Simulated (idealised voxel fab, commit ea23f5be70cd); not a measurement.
process module | voxel ribs on slabs
cross-section cut | 170 nm wide | cells 5 nm
A cross-section is a grid of square cells, given in bands from the top down. A band is one or more rows of cells.
Each band's line starts with the height of the band's top and of its bottom, in nm. Then come its materials from left to right, each with its width in nm. One material with "throughout" fills the band from edge to edge. "air" is empty space.
Height 0 is the level under which the wafer as received is all one material. The lowest band goes on downwards, as in "0 down".
A width such as "30 to 40" changes by the same amount from each row of cells to the next, from the band's top row to its bottom row.
"no change" after a step means that no cell of the cross-section changed.
closed voids: empty space of 8 cells or more with no open way to the top, each as width x height at its distance from the left edge, in nm
after a step's settings: what the simulator itself notes on the step
overlay nm, on a step with a mask: how far to the right of its planned place the mask lay; to the left if negative
plan
1 op RECEIVE | material Si
2 op DIRECTIONAL_DEP | material SiO2 | thk nm 25
3 op DIRECTIONAL_DEP | material SiN | thk nm 20
4 op MASKED_ETCH | tone cover | mask id RIB | width nm 20 | etch materials SiN | depth nm 15 | overlay nm 0
5 op PATTERN | tone cover | mask id SLAB | material resist | width nm 60 | thk nm 15 | overlay nm 0
6 op DIRECTIONAL_ETCH | etch materials SiN | depth nm 5
7 op STRIP | etch materials resist
8 op FILL_DEP | material SiO2 | thk nm 25
9 op CMP | height nm 60
10 op DIRECTIONAL_DEP | material TiN | thk nm 5
11 op PATTERN | tone cover | mask id HEATER | material resist | width nm 30 | thk nm 15 | overlay nm 0
12 op DIRECTIONAL_ETCH | etch materials TiN | depth nm 5
13 op STRIP | etch materials resist
14 op CONFORMAL_DEP | material SiN | thk nm 10
as received, after step 1
  0 down: Si throughout
  closed voids: none
first wafer at the end, as planned
  75 to 70: air 60 | SiN 50 | air 60
  70 to 65: SiN throughout
  65 to 60: SiN 70 | TiN 30 | SiN 70
  60 to 45: SiO2 throughout
  45 to 30: SiO2 75 | SiN 20 | SiO2 75
  30 to 25: SiO2 55 | SiN 60 | SiO2 55
  25 to 0: SiO2 throughout
  0 down: Si throughout
  closed voids: none
second wafer at the end: like start, like plan, one mistake
  65 to 60: air 70 | TiN 30 | air 70
  60 to 45: SiO2 throughout
  45 to 30: SiO2 75 | SiN 20 | SiO2 75
  30 to 25: SiO2 55 | SiN 60 | SiO2 55
  25 to 0: SiO2 throughout
  0 down: Si throughout
  closed voids: none
what went wrong: step 14 was left out
at the end the second wafer has, in cells: 72 fewer of SiN
